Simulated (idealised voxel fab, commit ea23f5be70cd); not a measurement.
process module | voxel self aligned contacts
cross-section cut | 235 nm wide | cells 5 nm
A cross-section is a grid of square cells, given in bands from the top down. A band is one or more rows of cells.
Each band's line starts with the height of the band's top and of its bottom, in nm. Then come its materials from left to right, each with its width in nm. One material with "throughout" fills the band from edge to edge. "air" is empty space.
Height 0 is the level under which the wafer as received is all one material. The lowest band goes on downwards, as in "0 down".
A width such as "30 to 40" changes by the same amount from each row of cells to the next, from the band's top row to its bottom row.
"no change" after a step means that no cell of the cross-section changed.
closed voids: empty space of 8 cells or more with no open way to the top, each as width x height at its distance from the left edge, in nm
after a step's settings: what the simulator itself notes on the step
overlay nm, on a step with a mask: how far to the right of its planned place the mask lay; to the left if negative
plan
1 op RECEIVE | material Si
2 op CONFORMAL_DEP | material SiO2 | thk nm 5
3 op DIRECTIONAL_DEP | material polySi | thk nm 30
4 op DIRECTIONAL_DEP | material SiN | thk nm 15
5 op PATTERN | tone cover | mask id GATE | material resist | width nm 25 | pitch nm 50 | thk nm 20 | overlay nm 0
6 op DIRECTIONAL_ETCH | etch materials SiN | depth nm 15
7 op DIRECTIONAL_ETCH | etch materials polySi | depth nm 30
8 op STRIP | etch materials resist
9 op CONFORMAL_DEP | material SiN | thk nm 5
10 op DIRECTIONAL_ETCH | etch materials SiN | depth nm 5
11 op FILL_DEP | material SiO2 | thk nm 15
12 op CMP | height nm 60
13 op PATTERN | tone open | mask id CONTACT | material resist | width nm 35 | pitch nm 50 | thk nm 15 | overlay nm 0
14 op DIRECTIONAL_ETCH | etch materials SiO2 | depth nm 60
15 op STRIP | etch materials resist
16 op CONFORMAL_DEP | material TiN | thk nm 5
17 op FILL_DEP | material Ru | thk nm 10
18 op CMP | height nm 60
19 op CONFORMAL_DEP | material SiCN | thk nm 5
as received, after step 1
  0 down: Si throughout
  closed voids: none
first wafer at the end, as planned
  65 to 60: SiCN throughout
  60 to 50: SiO2 75 | TiN 5 to 15 | Ru 25 to 5 | TiN 5 to 15 | SiO2 15 | TiN 5 to 15 | Ru 25 to 5 | TiN 5 to 15 | SiO2 75
  50 to 35: SiO2 50 | SiN 35 | TiN 5 | Ru 5 | TiN 5 | SiN 35 | TiN 5 | Ru 5 | TiN 5 | SiN 35 | SiO2 50
  35 to 5: SiO2 50 | SiN 5 | polySi 25 | SiN 5 | TiN 5 | Ru 5 | TiN 5 | SiN 5 | polySi 25 | SiN 5 | TiN 5 | Ru 5 | TiN 5 | SiN 5 | polySi 25 | SiN 5 | SiO2 50
  5 to 0: SiO2 85 | TiN 15 | SiO2 35 | TiN 15 | SiO2 85
  0 down: Si throughout
  closed voids: none
second wafer at the end: like start, like plan, one mistake
  65 to 60: SiCN throughout
  60 to 50: SiO2 80 | TiN 5 to 10 | Ru 25 to 5 | TiN 5 to 20 | SiO2 15 | TiN 5 to 10 | Ru 25 to 5 | TiN 5 to 20 | SiO2 70
  50 to 35: SiO2 50 | SiN 35 | TiN 5 | Ru 5 | TiN 5 | SiN 35 | TiN 5 | Ru 5 | TiN 5 | SiN 35 | SiO2 50
  35 to 5: SiO2 50 | SiN 5 | polySi 25 | SiN 5 | TiN 5 | Ru 5 | TiN 5 | SiN 5 | polySi 25 | SiN 5 | TiN 5 | Ru 5 | TiN 5 | SiN 5 | polySi 25 | SiN 5 | SiO2 50
  5 to 0: SiO2 85 | TiN 15 | SiO2 35 | TiN 15 | SiO2 85
  0 down: Si throughout
  closed voids: none
what went wrong: step 13 ran as: op PATTERN | tone open | mask id CONTACT | material resist | width nm 35 | pitch nm 50 | thk nm 15 | overlay nm 5
at the end the second wafer has, in cells: as many of each material as the first, in other places
